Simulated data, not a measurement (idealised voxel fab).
process module | voxel self aligned contacts
cross-section cut | 220 nm wide | cells 5 nm
A cross-section is a grid of square cells, given in bands from the top down. A band is one or more rows of cells.
Each band's line starts with the height of the band's top and of its bottom, in nm. Then come its materials from left to right, each with its width in nm. One material with "throughout" fills the band from edge to edge. "air" is empty space.
Height 0 is the level under which the wafer as received is all one material. The lowest band goes on downwards, as in "0 down".
A width such as "30 to 40" changes by the same amount from each row of cells to the next, from the band's top row to its bottom row.
"no change" after a step means that no cell of the cross-section changed.
closed voids: empty space of 8 cells or more with no open way to the top, each as width x height at its distance from the left edge, in nm
after a step's settings: what the simulator itself notes on the step
overlay nm, on a step with a mask: how far to the right of its planned place the mask lay; to the left if negative
plan
1 op RECEIVE | material Si
2 op CONFORMAL_DEP | material SiO2 | thk nm 5
3 op DIRECTIONAL_DEP | material polySi | thk nm 25
4 op DIRECTIONAL_DEP | material SiN | thk nm 25
5 op DIRECTIONAL_DEP | material aC | thk nm 15
6 op PATTERN | tone cover | mask id GATE | material resist | width nm 15 | pitch nm 70 | thk nm 30 | overlay nm 0
7 op DIRECTIONAL_ETCH | etch materials aC | depth nm 15
8 op STRIP | etch materials resist
9 op DIRECTIONAL_ETCH | etch materials SiN | depth nm 25
10 op DIRECTIONAL_ETCH | etch materials polySi | depth nm 25
11 op STRIP | etch materials aC
12 op CONFORMAL_DEP | material SiN | thk nm 10
13 op DIRECTIONAL_ETCH | etch materials SiN | depth nm 10
14 op FILL_DEP | material SiO2 | thk nm 20
15 op CMP | height nm 65
16 op PATTERN | tone open | mask id CONTACT | material resist | width nm 55 | thk nm 20 | overlay nm 0
17 op DIRECTIONAL_ETCH | etch materials SiO2 | depth nm 65
18 op STRIP | etch materials resist
19 op CONFORMAL_DEP | material TiN | thk nm 5
20 op FILL_DEP | material W | thk nm 10
21 op CMP | height nm 65
22 op CONFORMAL_DEP | material SiN | thk nm 5
varied across the wafers: width nm of step 6. The plan shows the first wafer's value. All wafers start alike
first wafer as received, after step 1
  0 down: Si throughout
  closed voids: none
each wafer at the end: cells of each material gained (+) or lost (-) since it was received, then its closed voids
width nm 15 | +154 SiN | +333 SiO2 | +35 TiN | +64 W | +30 polySi | closed voids: none
width nm 20 | +164 SiN | +324 SiO2 | +35 TiN | +53 W | +40 polySi | closed voids: none
width nm 25 | +174 SiN | +315 SiO2 | +35 TiN | +42 W | +50 polySi | closed voids: none
width nm 30 | +184 SiN | +306 SiO2 | +35 TiN | +31 W | +60 polySi | closed voids: none
width nm 35 | +194 SiN | +297 SiO2 | +35 TiN | +20 W | +70 polySi | closed voids: none
width nm 40 | +204 SiN | +288 SiO2 | +35 TiN | +9 W | +80 polySi | closed voids: none
